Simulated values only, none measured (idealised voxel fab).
The following process module bears the name voxel self aligned contacts.
Displayed cross-section: cut, width of 295 nm, square cells sized 5 nm.
Cross-section format: a grid of square cells, given as bands from top to bottom; each band is one or more rows of cells. The band entry comprises the height of the band's top followed by the height of its bottom, expressed in nm, and subsequently the band's materials from left to right, each stated together with its width in nm. Where a single material is marked with the word "all across", that material fills the band from edge to edge. The word "empty" represents empty space. Height datum 0, below which the as-received substrate wafer is one material. Lowest band open at the bottom, running downward: "top 0, no bottom". The two numbers in a width such as "30 to 40" mark its ends across the band: the first belongs to the top row of cells, the second to the bottom row, and from each row to the next the width moves by the same amount. "nothing was modified" -> step changed no cross-section cell. The entry "Trapped void list" lists the empty spaces that cover at least 8 cells and have no open path to the top. Each is written as width x height at distance, where the distance is measured from the left edge and all three values are in nm. If you see something after the settings on a step's line, that's the simulator's own remark about that step. overlay nm: step with mask; distance mask lay right of planned place; negative value = left of planned place.
### The planned process steps are enumerated hereunder
1: RECEIVE | material Si
2: OXIDIZE | depth nm 5
3: DIRECTIONAL_DEP | material polySi | thk nm 30
4: DIRECTIONAL_DEP | material SiN | thk nm 20
5: DIRECTIONAL_DEP | material aC | thk nm 10
6: PATTERN | tone cover | mask id GATE | material resist | width nm 25 | pitch nm 50 | thk nm 25 | overlay nm 0
7: DIRECTIONAL_ETCH | etch materials aC | depth nm 10
8: STRIP | etch materials resist
9: DIRECTIONAL_ETCH | etch materials SiN | depth nm 20
10: DIRECTIONAL_ETCH | etch materials polySi | depth nm 30
11: STRIP | etch materials aC
12: CONFORMAL_DEP | material SiN | thk nm 5
13: DIRECTIONAL_ETCH | etch materials SiN | depth nm 5
14: FILL_DEP | material SiO2 | thk nm 15
15: CMP | height nm 60
16: DIRECTIONAL_DEP | material aC | thk nm 15
17: PATTERN | tone open | mask id CONTACT | material resist | width nm 35 | pitch nm 50 | thk nm 30 | overlay nm 0
18: DIRECTIONAL_ETCH | etch materials aC | depth nm 15
19: STRIP | etch materials resist
20: DIRECTIONAL_ETCH | etch materials SiO2 | depth nm 65
21: STRIP | etch materials aC
22: CONFORMAL_DEP | material TiN | thk nm 5
23: FILL_DEP | material Ru | thk nm 5
24: CMP | height nm 60
25: CONFORMAL_DEP | material SiN | thk nm 5
### Concerning the first of two wafers, which was run in accordance with the plan
### So this is the incoming wafer in cross-section - it's already been through step 1
- top 0, no bottom = Si all across
- Trapped void list: none
### Step 2 complete: cross-section through the wafer
- top 0, bottom -5 = SiO2 all across
- below -5: unchanged
### Step 3 complete: cross-section through the wafer
- top 30, bottom 0 = polySi all across
- below 0: unchanged
### Step 4 complete: cross-section through the wafer
- top 50, bottom 30 = SiN all across
- below 30: unchanged
### Step 5 complete: cross-section through the wafer
- top 60, bottom 50 = aC all across
- below 50: unchanged
### Step 6 complete: cross-section through the wafer
- top 85, bottom 60 = empty=85  resist=25  empty=25  resist=25  empty=25  resist=25  empty=85
- below 60: unchanged
### Step 7 complete: cross-section through the wafer
- top 75, bottom 60 = empty=85  resist=25  empty=25  resist=25  empty=25  resist=25  empty=85
- top 60, bottom 50 = empty=85  aC=25  empty=25  aC=25  empty=25  aC=25  empty=85
- below 50: unchanged
### Step 8 complete: cross-section through the wafer
- top 60, bottom 50 = empty=85  aC=25  empty=25  aC=25  empty=25  aC=25  empty=85
- below 50: unchanged
### Step 9 complete: cross-section through the wafer
- top 60, bottom 50 = empty=85  aC=25  empty=25  aC=25  empty=25  aC=25  empty=85
- top 50, bottom 30 = empty=85  SiN=25  empty=25  SiN=25  empty=25  SiN=25  empty=85
- below 30: unchanged
### Step 10 complete: cross-section through the wafer
- top 60, bottom 50 = empty=85  aC=25  empty=25  aC=25  empty=25  aC=25  empty=85
- top 50, bottom 30 = empty=85  SiN=25  empty=25  SiN=25  empty=25  SiN=25  empty=85
- top 30, bottom 0 = empty=85  polySi=25  empty=25  polySi=25  empty=25  polySi=25  empty=85
- below 0: unchanged
### Step 11 complete: cross-section through the wafer
- top 50, bottom 30 = empty=85  SiN=25  empty=25  SiN=25  empty=25  SiN=25  empty=85
- below 30: unchanged
### Step 12 complete: cross-section through the wafer
- top 55, bottom 30 = empty=80  SiN=35  empty=15  SiN=35  empty=15  SiN=35  empty=80
- top 30, bottom 5 = empty=80  SiN=5  polySi=25  SiN=5  empty=15  SiN=5  polySi=25  SiN=5  empty=15  SiN=5  polySi=25  SiN=5  empty=80
- top 5, bottom 0 = SiN=85  polySi=25  SiN=25  polySi=25  SiN=25  polySi=25  SiN=85
- below 0: unchanged
### Step 13 complete: cross-section through the wafer
- top 50, bottom 30 = empty=80  SiN=35  empty=15  SiN=35  empty=15  SiN=35  empty=80
- top 30, bottom 0 = empty=80  SiN=5  polySi=25  SiN=5  empty=15  SiN=5  polySi=25  SiN=5  empty=15  SiN=5  polySi=25  SiN=5  empty=80
- below 0: unchanged
### Step 14 complete: cross-section through the wafer
- top 65, bottom 50 = SiO2 all across
- top 50, bottom 30 = SiO2=80  SiN=35  SiO2=15  SiN=35  SiO2=15  SiN=35  SiO2=80
- top 30, bottom 0 = SiO2=80  SiN=5  polySi=25  SiN=5  SiO2=15  SiN=5  polySi=25  SiN=5  SiO2=15  SiN=5  polySi=25  SiN=5  SiO2=80
- below 0: unchanged
### Step 15 complete: cross-section through the wafer
- top 60, bottom 50 = SiO2 all across
- below 50: unchanged
### Step 16 complete: cross-section through the wafer
- top 75, bottom 60 = aC all across
- below 60: unchanged
### Step 17 complete: cross-section through the wafer
- top 105, bottom 75 = resist=105  empty=35  resist=15  empty=35  resist=105
- below 75: unchanged
### Step 18 complete: cross-section through the wafer
- top 90, bottom 75 = resist=105  empty=35  resist=15  empty=35  resist=105
- top 75, bottom 60 = aC=105  empty=35  aC=15  empty=35  aC=105
- below 60: unchanged
### Step 19 complete: cross-section through the wafer
- top 75, bottom 60 = aC=105  empty=35  aC=15  empty=35  aC=105
- below 60: unchanged
### Step 20 complete: cross-section through the wafer
- top 75, bottom 60 = aC=105  empty=35  aC=15  empty=35  aC=105
- top 60, bottom 50 = SiO2=105  empty=35  SiO2=15  empty=35  SiO2=105
- top 50, bottom 30 = SiO2=80  SiN=35  empty=15  SiN=35  empty=15  SiN=35  SiO2=80
- top 30, bottom 0 = SiO2=80  SiN=5  polySi=25  SiN=5  empty=15  SiN=5  polySi=25  SiN=5  empty=15  SiN=5  polySi=25  SiN=5  SiO2=80
- top 0, bottom -5 = SiO2=115  empty=15  SiO2=35  empty=15  SiO2=115
- below -5: unchanged
### Step 21 complete: cross-section through the wafer
- top 60, bottom 50 = SiO2=105  empty=35  SiO2=15  empty=35  SiO2=105
- below 50: unchanged
### Step 22 complete: cross-section through the wafer
- top 65, bottom 60 = TiN=110  empty=25  TiN=25  empty=25  TiN=110
- top 60, bottom 50 = SiO2=105  TiN=5 to 15  empty=25 to 5  TiN=5 to 15  SiO2=15  TiN=5 to 15  empty=25 to 5  TiN=5 to 15  SiO2=105
- top 50, bottom 30 = SiO2=80  SiN=35  TiN=5  empty=5  TiN=5  SiN=35  TiN=5  empty=5  TiN=5  SiN=35  SiO2=80
- top 30, bottom 0 = SiO2=80  SiN=5  polySi=25  SiN=5  TiN=5  empty=5  TiN=5  SiN=5  polySi=25  SiN=5  TiN=5  empty=5  TiN=5  SiN=5  polySi=25  SiN=5  SiO2=80
- top 0, bottom -5 = SiO2=115  TiN=15  SiO2=35  TiN=15  SiO2=115
- below -5: unchanged
### Step 23 complete: cross-section through the wafer
- top 70, bottom 65 = Ru all across
- top 65, bottom 60 = TiN=110  Ru=25  TiN=25  Ru=25  TiN=110
- top 60, bottom 50 = SiO2=105  TiN=5 to 15  Ru=25 to 5  TiN=5 to 15  SiO2=15  TiN=5 to 15  Ru=25 to 5  TiN=5 to 15  SiO2=105
- top 50, bottom 30 = SiO2=80  SiN=35  TiN=5  Ru=5  TiN=5  SiN=35  TiN=5  Ru=5  TiN=5  SiN=35  SiO2=80
- top 30, bottom 0 = SiO2=80  SiN=5  polySi=25  SiN=5  TiN=5  Ru=5  TiN=5  SiN=5  polySi=25  SiN=5  TiN=5  Ru=5  TiN=5  SiN=5  polySi=25  SiN=5  SiO2=80
- below 0: unchanged
### Step 24 complete: cross-section through the wafer
- top 60, bottom 50 = SiO2=105  TiN=5 to 15  Ru=25 to 5  TiN=5 to 15  SiO2=15  TiN=5 to 15  Ru=25 to 5  TiN=5 to 15  SiO2=105
- below 50: unchanged
### Step 25 complete: cross-section through the wafer
- top 65, bottom 60 = SiN all across
- below 60: unchanged
### The second wafer: identical to the first at the outset and in its planned sequence, differing only in that one mistake was made during processing; up to and including step 19, its path is the first wafer's path
### Cross-section of the second wafer at the time by which step 20 should have been completed according to the plan
- top 75, bottom 60 = aC=105  empty=35  aC=15  empty=35  aC=105
- top 60, bottom 50 = SiO2=105  empty=35  SiO2=15  empty=35  SiO2=105
- top 50, bottom 30 = SiO2=80  SiN=35  empty=15  SiN=35  empty=15  SiN=35  SiO2=80
- top 30, bottom 5 = SiO2=80  SiN=5  polySi=25  SiN=5  empty=15  SiN=5  polySi=25  SiN=5  empty=15  SiN=5  polySi=25  SiN=5  SiO2=80
- below 5: unchanged
### Cross-section of the second wafer at the time by which step 21 should have been completed according to the plan
- top 60, bottom 50 = SiO2=105  empty=35  SiO2=15  empty=35  SiO2=105
- below 50: unchanged
### Cross-section of the second wafer at the time by which step 22 should have been completed according to the plan
- top 65, bottom 60 = TiN=110  empty=25  TiN=25  empty=25  TiN=110
- top 60, bottom 50 = SiO2=105  TiN=5 to 15  empty=25 to 5  TiN=5 to 15  SiO2=15  TiN=5 to 15  empty=25 to 5  TiN=5 to 15  SiO2=105
- top 50, bottom 30 = SiO2=80  SiN=35  TiN=5  empty=5  TiN=5  SiN=35  TiN=5  empty=5  TiN=5  SiN=35  SiO2=80
- top 30, bottom 10 = SiO2=80  SiN=5  polySi=25  SiN=5  TiN=5  empty=5  TiN=5  SiN=5  polySi=25  SiN=5  TiN=5  empty=5  TiN=5  SiN=5  polySi=25  SiN=5  SiO2=80
- top 10, bottom 5 = SiO2=80  SiN=5  polySi=25  SiN=5  TiN=15  SiN=5  polySi=25  SiN=5  TiN=15  SiN=5  polySi=25  SiN=5  SiO2=80
- below 5: unchanged
### Cross-section of the second wafer at the time by which step 23 should have been completed according to the plan
- top 70, bottom 65 = Ru all across
- top 65, bottom 60 = TiN=110  Ru=25  TiN=25  Ru=25  TiN=110
- top 60, bottom 50 = SiO2=105  TiN=5 to 15  Ru=25 to 5  TiN=5 to 15  SiO2=15  TiN=5 to 15  Ru=25 to 5  TiN=5 to 15  SiO2=105
- top 50, bottom 30 = SiO2=80  SiN=35  TiN=5  Ru=5  TiN=5  SiN=35  TiN=5  Ru=5  TiN=5  SiN=35  SiO2=80
- top 30, bottom 10 = SiO2=80  SiN=5  polySi=25  SiN=5  TiN=5  Ru=5  TiN=5  SiN=5  polySi=25  SiN=5  TiN=5  Ru=5  TiN=5  SiN=5  polySi=25  SiN=5  SiO2=80
- below 10: unchanged
### Cross-section of the second wafer at the time by which step 24 should have been completed according to the plan
- top 60, bottom 50 = SiO2=105  TiN=5 to 15  Ru=25 to 5  TiN=5 to 15  SiO2=15  TiN=5 to 15  Ru=25 to 5  TiN=5 to 15  SiO2=105
- below 50: unchanged
### Cross-section of the second wafer at the time by which step 25 should have been completed according to the plan
- top 65, bottom 60 = SiN all across
- below 60: unchanged
In executing the process, a mistake was made relative to the plan: not per plan at step 20, really ran DIRECTIONAL_ETCH | etch materials SiO2 | depth nm 55
Cell-count delta at end, second wafer over first, by material: Ru: 4 fewer, SiO2: 12 more, TiN: 8 fewer
